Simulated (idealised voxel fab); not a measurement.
The process module that follows is named voxel quadruple lines.
Xsec cut, 220 nm wide, square cell size 5 nm.
Notation: cross-section as square-cell grid; stated in bands, top first, going down; one or more cell rows per band.
Band: top and bottom heights (nm) first, top before bottom; then materials from left to right, widths in nm. "everywhere" marks a sole material filling the band edge to edge. "air" denotes empty space.
It should be noted that heights are counted from 0, beneath which the wafer as supplied is of one material throughout, and that the lowest band possesses no lower boundary but continues downward, as written in "0 down".
A width given as "30 to 40" starts at the first number in the band's top row and ends at the second number in its bottom row, shifting by an equal amount at every step from row to row.
A step reported as "nothing was modified" is a step in which no cell of the cross-section changed.
In "Enclosed void listing" the enclosed voids are listed, meaning empty spaces of 8 cells or larger without any opening to the top. The form is width x height at distance, distance from the left edge, units nm.
Post-settings text on a step line: simulator's own remark regarding the step.
overlay nm: how far to the right of its planned place the mask lay on this masked step (negative: to the left).
**List of planned process steps**
1 RECEIVE, material Si
2 CONFORMAL_DEP, material SiO2, thk nm 5
3 DIRECTIONAL_DEP, material Ru, thk nm 10
4 DIRECTIONAL_DEP, material polySi, thk nm 20
5 DIRECTIONAL_DEP, material aC, thk nm 20
6 PATTERN, tone cover, mask id MANDREL, material resist, width nm 20, pitch nm 60, thk nm 30, overlay nm 0
7 DIRECTIONAL_ETCH, etch materials aC, depth nm 20
8 STRIP, etch materials resist
9 CONFORMAL_DEP, material SiO2, thk nm 10
10 DIRECTIONAL_ETCH, etch materials SiO2, depth nm 10
11 STRIP, etch materials aC
12 DIRECTIONAL_ETCH, etch materials polySi, depth nm 20
13 STRIP, etch materials SiO2
14 CONFORMAL_DEP, material SiCN, thk nm 5
15 DIRECTIONAL_ETCH, etch materials SiCN, depth nm 5
16 STRIP, etch materials polySi
17 DIRECTIONAL_ETCH, etch materials Ru, depth nm 10
18 STRIP, etch materials SiCN
19 FILL_DEP, material lowk, thk nm 10
20 CMP, height nm 15
**Here's what the wafer looked like in cross-section when it arrived - that's after step 1**
> 0 down: Si everywhere
> Enclosed void listing: none
**Looking at the first of two wafers in cross-section at end of module - ran to plan**
> 15 to 5: 55 of lowk / 5 of Ru / 10 of lowk / 5 of Ru / 10 of lowk / 5 of Ru / 10 of lowk / 5 of Ru / 10 of lowk / 5 of Ru / 10 of lowk / 5 of Ru / 10 of lowk / 5 of Ru / 10 of lowk / 5 of Ru / 55 of lowk
> 5 to 0: SiO2 everywhere
> 0 down: Si everywhere
> Enclosed void listing: none
**The second wafer, shown in cross-section after the module: started the same way as the first and given the same plan, yet one mistake crept into how it was run**
> 15 to 10: lowk everywhere
> 10 to 0: 55 of lowk / 5 of Ru / 10 of lowk / 5 of Ru / 10 of lowk / 5 of Ru / 10 of lowk / 5 of Ru / 10 of lowk / 5 of Ru / 10 of lowk / 5 of Ru / 10 of lowk / 5 of Ru / 10 of lowk / 5 of Ru / 55 of lowk
> 0 down: Si everywhere
> Enclosed void listing: none
Which mistake was made when the wafer was run? step 2 was left out
Final comparison by cell count, materials where the second wafer has more or fewer than the first: 44 fewer of SiO2; 44 more of lowk
